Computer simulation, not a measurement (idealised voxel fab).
The name of this process module is voxel plated lines.
Section shown: cut. Width: 285 nm. Cell size: 5 nm, square.
Just so we're on the same page, the cross-sections are grids of square cells, and they're listed out in bands top to bottom, each band one or more rows deep. Look at the band entry: it leads with the top's height and the bottom's height in nm. Then it lists the materials left to right, with a width in nm for each. The word "edge to edge" on a single material says that material fills the band edge to edge. The word "air" is empty space. Counting heights begins at 0, where everything beneath is, in the wafer as received, one material. The lowest band has no bottom; it goes on downwards, as "from 0 down" shows. Note: "30 to 40" means the width goes from the first number (top row of the band) to the second number (bottom row) in equal steps per row of cells. Take "identical to before" at face value: in the step it is given for, the cross-section changed in none of its cells. So "Sealed voids" is basically the list of trapped voids: any empty space of 8 cells or more that can't reach the top through an opening. They're written width x height at distance, the distance being from the left edge, and it's all nm. Anything after a step's settings on that line? It's the simulator's own note about the step. Regarding "overlay nm": on a step with a mask, it is the distance the mask lay to the right of its planned place; a negative value places it to the left.

Process steps - plan:
1: RECEIVE [material Si]
2: CONFORMAL_DEP [material SiN] [thk nm 10]
3: DIRECTIONAL_DEP [material TiN] [thk nm 5]
4: PATTERN [tone open] [mask id LINES] [material resist] [width nm 20] [pitch nm 60] [thk nm 15] [overlay nm 0]
5: EPI [material Ru] [thk nm 10]
6: STRIP [etch materials resist]
7: DIRECTIONAL_ETCH [etch materials TiN] [depth nm 5]
8: CONFORMAL_DEP [material SiN] [thk nm 10]
Variable across wafers: step 4 width nm (plan value is that of the first wafer; starting state common to all).

Cross-section of the first of several wafers on receipt, reflecting completion of step 1:
    from 0 down  Si edge to edge
    Sealed voids: none

For your reference, the table is organized with a row per wafer; each row reflects the wafer at the end of the module, indicating for each material the cells gained (+) or lost (-) since receipt, and thereafter its closed voids:
width nm 20, +16 Ru, +252 SiN, +8 TiN, Sealed voids: none
width nm 25, +20 Ru, +252 SiN, +10 TiN, Sealed voids: none
width nm 30, +24 Ru, +252 SiN, +12 TiN, Sealed voids: none
width nm 35, +28 Ru, +252 SiN, +14 TiN, Sealed voids: none
width nm 40, +32 Ru, +252 SiN, +16 TiN, Sealed voids: none
width nm 45, +36 Ru, +249 SiN, +18 TiN, Sealed voids: none
